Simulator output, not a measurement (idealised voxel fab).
Documented hereafter: the process module known as voxel air gaps.
Cross-sectional view cut (width: 300 nm; square cell size: 5 nm).
When this document writes out a cross-section, it uses a grid of square cells and lists it as bands, beginning at the top and moving down, with a band standing for one or more rows of cells.
Each band's line starts with the height of the band's top and of its bottom, in nm. Then come its materials from left to right, each with its width in nm. One material with "all across" fills the band from edge to edge. "air" is empty space.
Height datum 0, below which the as-received substrate wafer is one material. Lowest band open at the bottom, running downward: "from 0 down".
A two-number width, for instance "30..40", indicates that the width is equal to the first number in the top row of the band and to the second number in the bottom row, and that it changes by a constant amount per row of cells.
"left unchanged" for a step: no cell of the cross-section changed in that step.
Closed-off voids of 8+ cells (no open route to the top) go in "Enclosed cavities", written width x height at distance from the left edge, in nm.
after a step's settings: what the simulator itself notes on the step
For masked steps, "overlay nm" on the step line gives how far right of plan the mask actually lay; a minus sign means it lay to the left.
Here's what the planned process steps look like
1. RECEIVE: material Si
2. CONFORMAL_DEP: material SiO2, thk nm 15
3. CONFORMAL_DEP: material SiN, thk nm 5
4. DIRECTIONAL_DEP: material lowk, thk nm 35
5. PATTERN: tone open, mask id LINES, material resist, width nm 15, pitch nm 40, thk nm 15, overlay nm 0
6. DIRECTIONAL_ETCH: etch materials lowk, depth nm 35
7. STRIP: etch materials resist
8. CONFORMAL_DEP: material TiN, thk nm 5
9. FILL_DEP: material Ru, thk nm 5
10. CMP: height nm 55
11. EPI: material Ru, thk nm 10
12. SELECTIVE_ETCH: etch materials lowk, depth nm 45
13. CONFORMAL_DEP: material SiCN, thk nm 5
First wafer of two (run as planned)
Cross-section of the wafer at receipt, which is the condition after step 1
    from 0 down  Si all across
    Enclosed cavities: none
The following cross-section depicts the wafer upon completion of step 2
    from 15 to 0  SiO2 all across
    Rest of section, below 0: as before.
The following cross-section depicts the wafer upon completion of step 3
    from 20 to 15  SiN all across
    Rest of section, below 15: as before.
The following cross-section depicts the wafer upon completion of step 4
    from 55 to 20  lowk all across
    Rest of section, below 20: as before.
The following cross-section depicts the wafer upon completion of step 5
    from 70 to 55  resist=80, then air=15, then resist=25, then air=15, then resist=25, then air=15, then resist=25, then air=15, then resist=85
    Rest of section, below 55: as before.
The following cross-section depicts the wafer upon completion of step 6
    from 70 to 55  resist=80, then air=15, then resist=25, then air=15, then resist=25, then air=15, then resist=25, then air=15, then resist=85
    from 55 to 20  lowk=80, then air=15, then lowk=25, then air=15, then lowk=25, then air=15, then lowk=25, then air=15, then lowk=85
    Rest of section, below 20: as before.
The following cross-section depicts the wafer upon completion of step 7
    from 55 to 20  lowk=80, then air=15, then lowk=25, then air=15, then lowk=25, then air=15, then lowk=25, then air=15, then lowk=85
    Rest of section, below 20: as before.
The following cross-section depicts the wafer upon completion of step 8
    from 60 to 55  TiN=85, then air=5, then TiN=35, then air=5, then TiN=35, then air=5, then TiN=35, then air=5, then TiN=90
    from 55 to 25  lowk=80, then TiN=5, then air=5, then TiN=5, then lowk=25, then TiN=5, then air=5, then TiN=5, then lowk=25, then TiN=5, then air=5, then TiN=5, then lowk=25, then TiN=5, then air=5, then TiN=5, then lowk=85
    from 25 to 20  lowk=80, then TiN=15, then lowk=25, then TiN=15, then lowk=25, then TiN=15, then lowk=25, then TiN=15, then lowk=85
    Rest of section, below 20: as before.
The following cross-section depicts the wafer upon completion of step 9
    from 65 to 60  Ru all across
    from 60 to 55  TiN=85, then Ru=5, then TiN=35, then Ru=5, then TiN=35, then Ru=5, then TiN=35, then Ru=5, then TiN=90
    from 55 to 25  lowk=80, then TiN=5, then Ru=5, then TiN=5, then lowk=25, then TiN=5, then Ru=5, then TiN=5, then lowk=25, then TiN=5, then Ru=5, then TiN=5, then lowk=25, then TiN=5, then Ru=5, then TiN=5, then lowk=85
    Rest of section, below 25: as before.
The following cross-section depicts the wafer upon completion of step 10
    from 55 to 25  lowk=80, then TiN=5, then Ru=5, then TiN=5, then lowk=25, then TiN=5, then Ru=5, then TiN=5, then lowk=25, then TiN=5, then Ru=5, then TiN=5, then lowk=25, then TiN=5, then Ru=5, then TiN=5, then lowk=85
    Rest of section, below 25: as before.
The following cross-section depicts the wafer upon completion of step 11
    from 65 to 55  air=70, then Ru=35, then air=5, then Ru=35, then air=5, then Ru=35, then air=5, then Ru=35, then air=75
    Rest of section, below 55: as before.
The following cross-section depicts the wafer upon completion of step 12
    from 65 to 55  air=70, then Ru=35, then air=5, then Ru=35, then air=5, then Ru=35, then air=5, then Ru=35, then air=75
    from 55 to 25  air=80, then TiN=5, then Ru=5, then TiN=5, then air=25, then TiN=5, then Ru=5, then TiN=5, then air=25, then TiN=5, then Ru=5, then TiN=5, then air=25, then TiN=5, then Ru=5, then TiN=5, then air=85
    from 25 to 20  air=80, then TiN=15, then air=25, then TiN=15, then air=25, then TiN=15, then air=25, then TiN=15, then air=85
    Rest of section, below 20: as before.
The following cross-section depicts the wafer upon completion of step 13
    from 70 to 65  air=65, then SiCN=165, then air=70
    from 65 to 55  air=65, then SiCN=5, then Ru=35, then SiCN=5, then Ru=35, then SiCN=5, then Ru=35, then SiCN=5, then Ru=35, then SiCN=5, then air=70
    from 55 to 50  air=65, then SiCN=15, then TiN=5, then Ru=5, then TiN=5, then SiCN=25, then TiN=5, then Ru=5, then TiN=5, then SiCN=25, then TiN=5, then Ru=5, then TiN=5, then SiCN=25, then TiN=5, then Ru=5, then TiN=5, then SiCN=15, then air=70
    from 50 to 25  air=75, then SiCN=5, then TiN=5, then Ru=5, then TiN=5, then SiCN=5, then air=15, then SiCN=5, then TiN=5, then Ru=5, then TiN=5, then SiCN=5, then air=15, then SiCN=5, then TiN=5, then Ru=5, then TiN=5, then SiCN=5, then air=15, then SiCN=5, then TiN=5, then Ru=5, then TiN=5, then SiCN=5, then air=80
    from 25 to 20  SiCN=80, then TiN=15, then SiCN=25, then TiN=15, then SiCN=25, then TiN=15, then SiCN=25, then TiN=15, then SiCN=85
    Rest of section, below 20: as before.
    Enclosed cavities: 15 x 25 at 100; 15 x 25 at 140; 15 x 25 at 180
Second wafer. Start and plan as for the first. One mistake made in running. Agrees with the first up to and including step 4
Planned end of step 5: second wafer, cross-section
    from 70 to 55  resist=80, then air=20, then resist=20, then air=20, then resist=20, then air=20, then resist=20, then air=20, then resist=80
    Rest of section, below 55: as before.
Planned end of step 6: second wafer, cross-section
    from 70 to 55  resist=80, then air=20, then resist=20, then air=20, then resist=20, then air=20, then resist=20, then air=20, then resist=80
    from 55 to 20  lowk=80, then air=20, then lowk=20, then air=20, then lowk=20, then air=20, then lowk=20, then air=20, then lowk=80
    Rest of section, below 20: as before.
Planned end of step 7: second wafer, cross-section
    from 55 to 20  lowk=80, then air=20, then lowk=20, then air=20, then lowk=20, then air=20, then lowk=20, then air=20, then lowk=80
    Rest of section, below 20: as before.
Planned end of step 8: second wafer, cross-section
    from 60 to 55  TiN=85, then air=10, then TiN=30, then air=10, then TiN=30, then air=10, then TiN=30, then air=10, then TiN=85
    from 55 to 25  lowk=80, then TiN=5, then air=10, then TiN=5, then lowk=20, then TiN=5, then air=10, then TiN=5, then lowk=20, then TiN=5, then air=10, then TiN=5, then lowk=20, then TiN=5, then air=10, then TiN=5, then lowk=80
    from 25 to 20  lowk=80, then TiN=20, then lowk=20, then TiN=20, then lowk=20, then TiN=20, then lowk=20, then TiN=20, then lowk=80
    Rest of section, below 20: as before.
Planned end of step 9: second wafer, cross-section
    from 65 to 60  Ru all across
    from 60 to 55  TiN=85, then Ru=10, then TiN=30, then Ru=10, then TiN=30, then Ru=10, then TiN=30, then Ru=10, then TiN=85
    from 55 to 25  lowk=80, then TiN=5, then Ru=10, then TiN=5, then lowk=20, then TiN=5, then Ru=10, then TiN=5, then lowk=20, then TiN=5, then Ru=10, then TiN=5, then lowk=20, then TiN=5, then Ru=10, then TiN=5, then lowk=80
    Rest of section, below 25: as before.
Planned end of step 10: second wafer, cross-section
    from 55 to 25  lowk=80, then TiN=5, then Ru=10, then TiN=5, then lowk=20, then TiN=5, then Ru=10, then TiN=5, then lowk=20, then TiN=5, then Ru=10, then TiN=5, then lowk=20, then TiN=5, then Ru=10, then TiN=5, then lowk=80
    Rest of section, below 25: as before.
Planned end of step 11: second wafer, cross-section
    from 65 to 55  air=70, then Ru=160, then air=70
    Rest of section, below 55: as before.
Planned end of step 12: second wafer, cross-section
    from 65 to 55  air=70, then Ru=160, then air=70
    from 55 to 25  air=80, then TiN=5, then Ru=10, then TiN=5, then lowk=20, then TiN=5, then Ru=10, then TiN=5, then lowk=20, then TiN=5, then Ru=10, then TiN=5, then lowk=20, then TiN=5, then Ru=10, then TiN=5, then air=80
    from 25 to 20  air=80, then TiN=20, then lowk=20, then TiN=20, then lowk=20, then TiN=20, then lowk=20, then TiN=20, then air=80
    Rest of section, below 20: as before.
Planned end of step 13: second wafer, cross-section
    from 70 to 65  air=65, then SiCN=170, then air=65
    from 65 to 55  air=65, then SiCN=5, then Ru=160, then SiCN=5, then air=65
    from 55 to 50  air=65, then SiCN=15, then TiN=5, then Ru=10, then TiN=5, then lowk=20, then TiN=5, then Ru=10, then TiN=5, then lowk=20, then TiN=5, then Ru=10, then TiN=5, then lowk=20, then TiN=5, then Ru=10, then TiN=5, then SiCN=15, then air=65
    from 50 to 25  air=75, then SiCN=5, then TiN=5, then Ru=10, then TiN=5, then lowk=20, then TiN=5, then Ru=10, then TiN=5, then lowk=20, then TiN=5, then Ru=10, then TiN=5, then lowk=20, then TiN=5, then Ru=10, then TiN=5, then SiCN=5, then air=75
    from 25 to 20  SiCN=80, then TiN=20, then lowk=20, then TiN=20, then lowk=20, then TiN=20, then lowk=20, then TiN=20, then SiCN=80
    Rest of section, below 20: as before.
Deviation noted in wafer processing: step 5 deviated from plan and actually ran as PATTERN: tone open, mask id LINES, material resist, width nm 20, pitch nm 40, thk nm 15, overlay nm 0
Per the end-of-run cell counts, the second wafer holds more or fewer of some materials than the first: +32 Ru; -66 SiCN; +4 TiN; +84 lowk
First wafer closed voids (final) = 3; second wafer closed voids (final) = 0.
